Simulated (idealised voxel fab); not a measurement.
Process module, titled voxel capacitor over wiring
The figure presents cross-section cut, which has a width of 225 nm and is divided into square cells with an edge length of 5 nm.
Bands, listed from the top down, are how a cross-section gets written in this document; the cross-section itself is a grid of square cells, and a band is one or more rows of them. In this notation a band is specified by the heights of its top and bottom, in that order and in nm, after which its materials appear from left to right, each paired with its width in nm. The word "all across" attached to a single material means that material fills the band from edge to edge; the word "empty" stands for empty space. The level at which height equals 0 is the one under which the wafer, as it arrives, is entirely one material. No lower edge exists for the bottom band, which continues downward and is notated as in "z 0 and below". So if you see something like "30..40" for the width, read it as the top row of the band sitting at the first number and the bottom row at the second, with every row in between moving by the same amount as the last. Where a step carries "stayed the same", the cross-section came out of it unchanged, cell for cell. Reported under the label "Enclosed void listing" are the empty spaces having no open way to the top and comprising 8 cells or more; the notation for each is width x height at distance, in which the distance is measured from the left edge and all three values are in nm. after a step's settings: what the simulator itself notes on the step. You can add "overlay nm" to a step's line. For a step with a mask, it describes how far the mask lay to the right of its planned position, and a negative number describes a lay to the left.

Below is the list of planned process steps:
1,RECEIVE [material Si]
2,CONFORMAL_DEP [material SiO2] [thk nm 15]
3,DIRECTIONAL_DEP [material TiN] [thk nm 5]
4,DIRECTIONAL_DEP [material W] [thk nm 25]
5,MASKED_ETCH [tone cover] [mask id METAL_1] [width nm 30] [pitch nm 95] [etch materials W] [depth nm 25] [overlay nm 0]
6,MASKED_ETCH [tone cover] [mask id METAL_1] [width nm 30] [pitch nm 95] [etch materials TiN] [depth nm 5] [overlay nm 0]
7,CONFORMAL_DEP [material SiN] [thk nm 5]
8,FILL_DEP [material SiO2] [thk nm 10]
9,CMP [height nm 45]
10,CONFORMAL_DEP [material SiCN] [thk nm 5]
11,DIRECTIONAL_DEP [material lowk] [thk nm 20]
12,DIRECTIONAL_DEP [material aC] [thk nm 15]
13,PATTERN [tone open] [mask id PLUG_1] [material resist] [width nm 15] [thk nm 30] [overlay nm 0]
14,DIRECTIONAL_ETCH [etch materials aC] [depth nm 15]
15,STRIP [etch materials resist]
16,DIRECTIONAL_ETCH [etch materials lowk] [depth nm 20]
17,DIRECTIONAL_ETCH [etch materials SiCN] [depth nm 5]
18,STRIP [etch materials aC]
19,EPI [material Ru] [thk nm 10]
20,EPI [material Ru] [thk nm 10]
21,EPI [material Ru] [thk nm 5]
22,DIRECTIONAL_DEP [material TiN] [thk nm 10]
23,DIRECTIONAL_DEP [material SiN] [thk nm 5]
24,DIRECTIONAL_DEP [material TiN] [thk nm 10]
25,DIRECTIONAL_DEP [material aC] [thk nm 15]
26,PATTERN [tone cover] [mask id UPPER_PLATE] [material resist] [width nm 70] [thk nm 35] [overlay nm 0]
27,DIRECTIONAL_ETCH [etch materials aC] [depth nm 15]
28,STRIP [etch materials resist]
29,DIRECTIONAL_ETCH [etch materials TiN] [depth nm 10]
30,DIRECTIONAL_ETCH [etch materials SiN] [depth nm 5]
31,STRIP [etch materials aC]
32,DIRECTIONAL_DEP [material aC] [thk nm 10]
33,PATTERN [tone cover] [mask id LOWER_PLATE] [material resist] [width nm 80] [thk nm 25] [overlay nm 0]
34,DIRECTIONAL_ETCH [etch materials aC] [depth nm 10]
35,STRIP [etch materials resist]
36,DIRECTIONAL_ETCH [etch materials TiN] [depth nm 10]
37,STRIP [etch materials aC]
38,FILL_DEP [material SiO2] [thk nm 20]
39,CMP [height nm 110]
40,DIRECTIONAL_DEP [material aC] [thk nm 15]
41,PATTERN [tone open] [mask id PLUG_2] [material resist] [width nm 15] [thk nm 35] [overlay nm 0]
42,DIRECTIONAL_ETCH [etch materials aC] [depth nm 15]
43,STRIP [etch materials resist]
44,DIRECTIONAL_ETCH [etch materials SiO2] [depth nm 15]
45,STRIP [etch materials aC]
46,CONFORMAL_DEP [material TiN] [thk nm 5]
47,FILL_DEP [material Ru] [thk nm 10]
48,CMP [height nm 110]
49,CONFORMAL_DEP [material SiCN] [thk nm 5]

The following pertains to the first of two wafers, which was processed as planned:

As-received state of the wafer in cross-section, equivalent to post-step 1:
z 0 and below | Si all across
Enclosed void listing: none

The wafer in cross-section once step 2 is complete:
z 15 to 0 | SiO2 all across
below 0: unchanged

The wafer in cross-section once step 3 is complete:
z 20 to 15 | TiN all across
below 15: unchanged

The wafer in cross-section once step 4 is complete:
z 45 to 20 | W all across
below 20: unchanged

The wafer in cross-section once step 5 is complete:
z 45 to 20 | empty=50, then W=30, then empty=65, then W=30, then empty=50
below 20: unchanged

The wafer in cross-section once step 6 is complete:
z 45 to 20 | empty=50, then W=30, then empty=65, then W=30, then empty=50
z 20 to 15 | empty=50, then TiN=30, then empty=65, then TiN=30, then empty=50
below 15: unchanged

The wafer in cross-section once step 7 is complete:
z 50 to 45 | empty=45, then SiN=40, then empty=55, then SiN=40, then empty=45
z 45 to 20 | empty=45, then SiN=5, then W=30, then SiN=5, then empty=55, then SiN=5, then W=30, then SiN=5, then empty=45
z 20 to 15 | SiN=50, then TiN=30, then SiN=65, then TiN=30, then SiN=50
below 15: unchanged

The wafer in cross-section once step 8 is complete:
z 60 to 50 | SiO2 all across
z 50 to 45 | SiO2=45, then SiN=40, then SiO2=55, then SiN=40, then SiO2=45
z 45 to 20 | SiO2=45, then SiN=5, then W=30, then SiN=5, then SiO2=55, then SiN=5, then W=30, then SiN=5, then SiO2=45
below 20: unchanged

The wafer in cross-section once step 9 is complete:
z 45 to 20 | SiO2=45, then SiN=5, then W=30, then SiN=5, then SiO2=55, then SiN=5, then W=30, then SiN=5, then SiO2=45
below 20: unchanged

The wafer in cross-section once step 10 is complete:
z 50 to 45 | SiCN all across
below 45: unchanged

The wafer in cross-section once step 11 is complete:
z 70 to 50 | lowk all across
below 50: unchanged

The wafer in cross-section once step 12 is complete:
z 85 to 70 | aC all across
below 70: unchanged

The wafer in cross-section once step 13 is complete:
z 115 to 85 | resist=65, then empty=15, then resist=145
below 85: unchanged

The wafer in cross-section once step 14 is complete:
z 100 to 85 | resist=65, then empty=15, then resist=145
z 85 to 70 | aC=65, then empty=15, then aC=145
below 70: unchanged

The wafer in cross-section once step 15 is complete:
z 85 to 70 | aC=65, then empty=15, then aC=145
below 70: unchanged

The wafer in cross-section once step 16 is complete:
z 85 to 70 | aC=65, then empty=15, then aC=145
z 70 to 50 | lowk=65, then empty=15, then lowk=145
below 50: unchanged

The wafer in cross-section once step 17 is complete:
z 85 to 70 | aC=65, then empty=15, then aC=145
z 70 to 50 | lowk=65, then empty=15, then lowk=145
z 50 to 45 | SiCN=65, then empty=15, then SiCN=145
below 45: unchanged

The wafer in cross-section once step 18 is complete:
z 70 to 50 | lowk=65, then empty=15, then lowk=145
below 50: unchanged

The wafer in cross-section once step 19 is complete:
z 70 to 55 | lowk=65, then empty=15, then lowk=145
z 55 to 50 | lowk=65, then Ru=15, then lowk=145
z 50 to 45 | SiCN=65, then Ru=15, then SiCN=145
below 45: unchanged

The wafer in cross-section once step 20 is complete:
z 70 to 65 | lowk=65, then empty=15, then lowk=145
z 65 to 50 | lowk=65, then Ru=15, then lowk=145
below 50: unchanged

The wafer in cross-section once step 21 is complete:
z 70 to 50 | lowk=65, then Ru=15, then lowk=145
below 50: unchanged

The wafer in cross-section once step 22 is complete:
z 80 to 70 | TiN all across
below 70: unchanged

The wafer in cross-section once step 23 is complete:
z 85 to 80 | SiN all across
below 80: unchanged

The wafer in cross-section once step 24 is complete:
z 95 to 85 | TiN all across
below 85: unchanged

The wafer in cross-section once step 25 is complete:
z 110 to 95 | aC all across
below 95: unchanged

The wafer in cross-section once step 26 is complete:
z 145 to 110 | empty=65, then resist=70, then empty=90
below 110: unchanged

The wafer in cross-section once step 27 is complete:
z 130 to 110 | empty=65, then resist=70, then empty=90
z 110 to 95 | empty=65, then aC=70, then empty=90
below 95: unchanged

The wafer in cross-section once step 28 is complete:
z 110 to 95 | empty=65, then aC=70, then empty=90
below 95: unchanged

The wafer in cross-section once step 29 is complete:
z 110 to 95 | empty=65, then aC=70, then empty=90
z 95 to 85 | empty=65, then TiN=70, then empty=90
below 85: unchanged

The wafer in cross-section once step 30 is complete:
z 110 to 95 | empty=65, then aC=70, then empty=90
z 95 to 85 | empty=65, then TiN=70, then empty=90
z 85 to 80 | empty=65, then SiN=70, then empty=90
below 80: unchanged

The wafer in cross-section once step 31 is complete:
z 95 to 85 | empty=65, then TiN=70, then empty=90
below 85: unchanged

The wafer in cross-section once step 32 is complete:
z 105 to 95 | empty=65, then aC=70, then empty=90
z 95 to 90 | empty=65, then TiN=70, then empty=90
z 90 to 85 | aC=65, then TiN=70, then aC=90
z 85 to 80 | aC=65, then SiN=70, then aC=90
below 80: unchanged

The wafer in cross-section once step 33 is complete:
z 130 to 105 | empty=60, then resist=80, then empty=85
z 105 to 95 | empty=60, then resist=5, then aC=70, then resist=5, then empty=85
z 95 to 90 | empty=60, then resist=5, then TiN=70, then resist=5, then empty=85
below 90: unchanged

The wafer in cross-section once step 34 is complete:
z 120 to 105 | empty=60, then resist=80, then empty=85
z 105 to 95 | empty=60, then resist=5, then aC=70, then resist=5, then empty=85
z 95 to 90 | empty=60, then resist=5, then TiN=70, then resist=5, then empty=85
z 90 to 85 | empty=60, then aC=5, then TiN=70, then aC=5, then empty=85
z 85 to 80 | empty=60, then aC=5, then SiN=70, then aC=5, then empty=85
below 80: unchanged

The wafer in cross-section once step 35 is complete:
z 105 to 95 | empty=65, then aC=70, then empty=90
z 95 to 90 | empty=65, then TiN=70, then empty=90
below 90: unchanged

The wafer in cross-section once step 36 is complete:
z 105 to 95 | empty=65, then aC=70, then empty=90
z 95 to 90 | empty=65, then TiN=70, then empty=90
z 90 to 85 | empty=60, then aC=5, then TiN=70, then aC=5, then empty=85
z 85 to 80 | empty=60, then aC=5, then SiN=70, then aC=5, then empty=85
z 80 to 70 | empty=60, then TiN=80, then empty=85
below 70: unchanged

The wafer in cross-section once step 37 is complete:
z 95 to 85 | empty=65, then TiN=70, then empty=90
z 85 to 80 | empty=65, then SiN=70, then empty=90
below 80: unchanged

The wafer in cross-section once step 38 is complete:
z 115 to 95 | SiO2 all across
z 95 to 85 | SiO2=65, then TiN=70, then SiO2=90
z 85 to 80 | SiO2=65, then SiN=70, then SiO2=90
z 80 to 70 | SiO2=60, then TiN=80, then SiO2=85
below 70: unchanged

The wafer in cross-section once step 39 is complete:
z 110 to 95 | SiO2 all across
below 95: unchanged

The wafer in cross-section once step 40 is complete:
z 125 to 110 | aC all across
below 110: unchanged

The wafer in cross-section once step 41 is complete:
z 160 to 125 | resist=75, then empty=15, then resist=135
below 125: unchanged

The wafer in cross-section once step 42 is complete:
z 145 to 125 | resist=75, then empty=15, then resist=135
z 125 to 110 | aC=75, then empty=15, then aC=135
below 110: unchanged

The wafer in cross-section once step 43 is complete:
z 125 to 110 | aC=75, then empty=15, then aC=135
below 110: unchanged

The wafer in cross-section once step 44 is complete:
z 125 to 110 | aC=75, then empty=15, then aC=135
z 110 to 95 | SiO2=75, then empty=15, then SiO2=135
below 95: unchanged

The wafer in cross-section once step 45 is complete:
z 110 to 95 | SiO2=75, then empty=15, then SiO2=135
below 95: unchanged

The wafer in cross-section once step 46 is complete:
z 115 to 110 | TiN=80, then empty=5, then TiN=140
z 110 to 100 | SiO2=75, then TiN=5, then empty=5, then TiN=5, then SiO2=135
z 100 to 95 | SiO2=75, then TiN=15, then SiO2=135
below 95: unchanged

The wafer in cross-section once step 47 is complete:
z 125 to 115 | Ru all across
z 115 to 110 | TiN=80, then Ru=5, then TiN=140
z 110 to 100 | SiO2=75, then TiN=5, then Ru=5, then TiN=5, then SiO2=135
below 100: unchanged

The wafer in cross-section once step 48 is complete:
z 110 to 100 | SiO2=75, then TiN=5, then Ru=5, then TiN=5, then SiO2=135
below 100: unchanged

The wafer in cross-section once step 49 is complete:
z 115 to 110 | SiCN all across
below 110: unchanged

Second wafer: same start and same plan as the first, one execution error; identical to the first through step 1:

Second wafer, cut view, end of step 2 per plan:
z 5 to 0 | TiN all across
below 0: unchanged

Second wafer, cut view, end of step 3 per plan:
z 20 to 5 | SiO2 all across
below 5: unchanged

Second wafer, cut view, end of step 4 per plan:
z 45 to 20 | W all across
below 20: unchanged

Second wafer, cut view, end of step 5 per plan:
z 45 to 20 | empty=50, then W=30, then empty=65, then W=30, then empty=50
below 20: unchanged

Second wafer, cut view, end of step 6 per plan: stayed the same

Second wafer, cut view, end of step 7 per plan:
z 50 to 45 | empty=45, then SiN=40, then empty=55, then SiN=40, then empty=45
z 45 to 25 | empty=45, then SiN=5, then W=30, then SiN=5, then empty=55, then SiN=5, then W=30, then SiN=5, then empty=45
z 25 to 20 | SiN=50, then W=30, then SiN=65, then W=30, then SiN=50
below 20: unchanged

Second wafer, cut view, end of step 8 per plan:
z 60 to 50 | SiO2 all across
z 50 to 45 | SiO2=45, then SiN=40, then SiO2=55, then SiN=40, then SiO2=45
z 45 to 25 | SiO2=45, then SiN=5, then W=30, then SiN=5, then SiO2=55, then SiN=5, then W=30, then SiN=5, then SiO2=45
below 25: unchanged

Second wafer, cut view, end of step 9 per plan:
z 45 to 25 | SiO2=45, then SiN=5, then W=30, then SiN=5, then SiO2=55, then SiN=5, then W=30, then SiN=5, then SiO2=45
below 25: unchanged

Second wafer, cut view, end of step 10 per plan:
z 50 to 45 | SiCN all across
below 45: unchanged

Second wafer, cut view, end of step 11 per plan:
z 70 to 50 | lowk all across
below 50: unchanged

Second wafer, cut view, end of step 12 per plan:
z 85 to 70 | aC all across
below 70: unchanged

Second wafer, cut view, end of step 13 per plan:
z 115 to 85 | resist=65, then empty=15, then resist=145
below 85: unchanged

Second wafer, cut view, end of step 14 per plan:
z 100 to 85 | resist=65, then empty=15, then resist=145
z 85 to 70 | aC=65, then empty=15, then aC=145
below 70: unchanged

Second wafer, cut view, end of step 15 per plan:
z 85 to 70 | aC=65, then empty=15, then aC=145
below 70: unchanged

Second wafer, cut view, end of step 16 per plan:
z 85 to 70 | aC=65, then empty=15, then aC=145
z 70 to 50 | lowk=65, then empty=15, then lowk=145
below 50: unchanged

Second wafer, cut view, end of step 17 per plan:
z 85 to 70 | aC=65, then empty=15, then aC=145
z 70 to 50 | lowk=65, then empty=15, then lowk=145
z 50 to 45 | SiCN=65, then empty=15, then SiCN=145
below 45: unchanged

Second wafer, cut view, end of step 18 per plan:
z 70 to 50 | lowk=65, then empty=15, then lowk=145
below 50: unchanged

Second wafer, cut view, end of step 19 per plan:
z 70 to 55 | lowk=65, then empty=15, then lowk=145
z 55 to 50 | lowk=65, then Ru=15, then lowk=145
z 50 to 45 | SiCN=65, then Ru=15, then SiCN=145
below 45: unchanged

Second wafer, cut view, end of step 20 per plan:
z 70 to 65 | lowk=65, then empty=15, then lowk=145
z 65 to 50 | lowk=65, then Ru=15, then lowk=145
below 50: unchanged

Second wafer, cut view, end of step 21 per plan:
z 70 to 50 | lowk=65, then Ru=15, then lowk=145
below 50: unchanged

Second wafer, cut view, end of step 22 per plan:
z 80 to 70 | TiN all across
below 70: unchanged

Second wafer, cut view, end of step 23 per plan:
z 85 to 80 | SiN all across
below 80: unchanged

Second wafer, cut view, end of step 24 per plan:
z 95 to 85 | TiN all across
below 85: unchanged

Second wafer, cut view, end of step 25 per plan:
z 110 to 95 | aC all across
below 95: unchanged

Second wafer, cut view, end of step 26 per plan:
z 145 to 110 | empty=65, then resist=70, then empty=90
below 110: unchanged

Second wafer, cut view, end of step 27 per plan:
z 130 to 110 | empty=65, then resist=70, then empty=90
z 110 to 95 | empty=65, then aC=70, then empty=90
below 95: unchanged

Second wafer, cut view, end of step 28 per plan:
z 110 to 95 | empty=65, then aC=70, then empty=90
below 95: unchanged

Second wafer, cut view, end of step 29 per plan:
z 110 to 95 | empty=65, then aC=70, then empty=90
z 95 to 85 | empty=65, then TiN=70, then empty=90
below 85: unchanged

Second wafer, cut view, end of step 30 per plan:
z 110 to 95 | empty=65, then aC=70, then empty=90
z 95 to 85 | empty=65, then TiN=70, then empty=90
z 85 to 80 | empty=65, then SiN=70, then empty=90
below 80: unchanged

Second wafer, cut view, end of step 31 per plan:
z 95 to 85 | empty=65, then TiN=70, then empty=90
below 85: unchanged

Second wafer, cut view, end of step 32 per plan:
z 105 to 95 | empty=65, then aC=70, then empty=90
z 95 to 90 | empty=65, then TiN=70, then empty=90
z 90 to 85 | aC=65, then TiN=70, then aC=90
z 85 to 80 | aC=65, then SiN=70, then aC=90
below 80: unchanged

Second wafer, cut view, end of step 33 per plan:
z 130 to 105 | empty=60, then resist=80, then empty=85
z 105 to 95 | empty=60, then resist=5, then aC=70, then resist=5, then empty=85
z 95 to 90 | empty=60, then resist=5, then TiN=70, then resist=5, then empty=85
below 90: unchanged

Second wafer, cut view, end of step 34 per plan:
z 120 to 105 | empty=60, then resist=80, then empty=85
z 105 to 95 | empty=60, then resist=5, then aC=70, then resist=5, then empty=85
z 95 to 90 | empty=60, then resist=5, then TiN=70, then resist=5, then empty=85
z 90 to 85 | empty=60, then aC=5, then TiN=70, then aC=5, then empty=85
z 85 to 80 | empty=60, then aC=5, then SiN=70, then aC=5, then empty=85
below 80: unchanged

Second wafer, cut view, end of step 35 per plan:
z 105 to 95 | empty=65, then aC=70, then empty=90
z 95 to 90 | empty=65, then TiN=70, then empty=90
below 90: unchanged

Second wafer, cut view, end of step 36 per plan:
z 105 to 95 | empty=65, then aC=70, then empty=90
z 95 to 90 | empty=65, then TiN=70, then empty=90
z 90 to 85 | empty=60, then aC=5, then TiN=70, then aC=5, then empty=85
z 85 to 80 | empty=60, then aC=5, then SiN=70, then aC=5, then empty=85
z 80 to 70 | empty=60, then TiN=80, then empty=85
below 70: unchanged

Second wafer, cut view, end of step 37 per plan:
z 95 to 85 | empty=65, then TiN=70, then empty=90
z 85 to 80 | empty=65, then SiN=70, then empty=90
below 80: unchanged

Second wafer, cut view, end of step 38 per plan:
z 115 to 95 | SiO2 all across
z 95 to 85 | SiO2=65, then TiN=70, then SiO2=90
z 85 to 80 | SiO2=65, then SiN=70, then SiO2=90
z 80 to 70 | SiO2=60, then TiN=80, then SiO2=85
below 70: unchanged

Second wafer, cut view, end of step 39 per plan:
z 110 to 95 | SiO2 all across
below 95: unchanged

Second wafer, cut view, end of step 40 per plan:
z 125 to 110 | aC all across
below 110: unchanged

Second wafer, cut view, end of step 41 per plan:
z 160 to 125 | resist=75, then empty=15, then resist=135
below 125: unchanged

Second wafer, cut view, end of step 42 per plan:
z 145 to 125 | resist=75, then empty=15, then resist=135
z 125 to 110 | aC=75, then empty=15, then aC=135
below 110: unchanged

Second wafer, cut view, end of step 43 per plan:
z 125 to 110 | aC=75, then empty=15, then aC=135
below 110: unchanged

Second wafer, cut view, end of step 44 per plan:
z 125 to 110 | aC=75, then empty=15, then aC=135
z 110 to 95 | SiO2=75, then empty=15, then SiO2=135
below 95: unchanged

Second wafer, cut view, end of step 45 per plan:
z 110 to 95 | SiO2=75, then empty=15, then SiO2=135
below 95: unchanged

Second wafer, cut view, end of step 46 per plan:
z 115 to 110 | TiN=80, then empty=5, then TiN=140
z 110 to 100 | SiO2=75, then TiN=5, then empty=5, then TiN=5, then SiO2=135
z 100 to 95 | SiO2=75, then TiN=15, then SiO2=135
below 95: unchanged

Second wafer, cut view, end of step 47 per plan:
z 125 to 115 | Ru all across
z 115 to 110 | TiN=80, then Ru=5, then TiN=140
z 110 to 100 | SiO2=75, then TiN=5, then Ru=5, then TiN=5, then SiO2=135
below 100: unchanged

Second wafer, cut view, end of step 48 per plan:
z 110 to 100 | SiO2=75, then TiN=5, then Ru=5, then TiN=5, then SiO2=135
below 100: unchanged

Second wafer, cut view, end of step 49 per plan:
z 115 to 110 | SiCN all across
below 110: unchanged
Where did the run depart from the plan? swap of plan steps 2 and 3 during execution
Upon completion, the second wafer contains, in terms of cells, a greater or smaller amount of certain materials than the first wafer: 4 fewer of SiN, 29 fewer of SiO2, 33 more of TiN
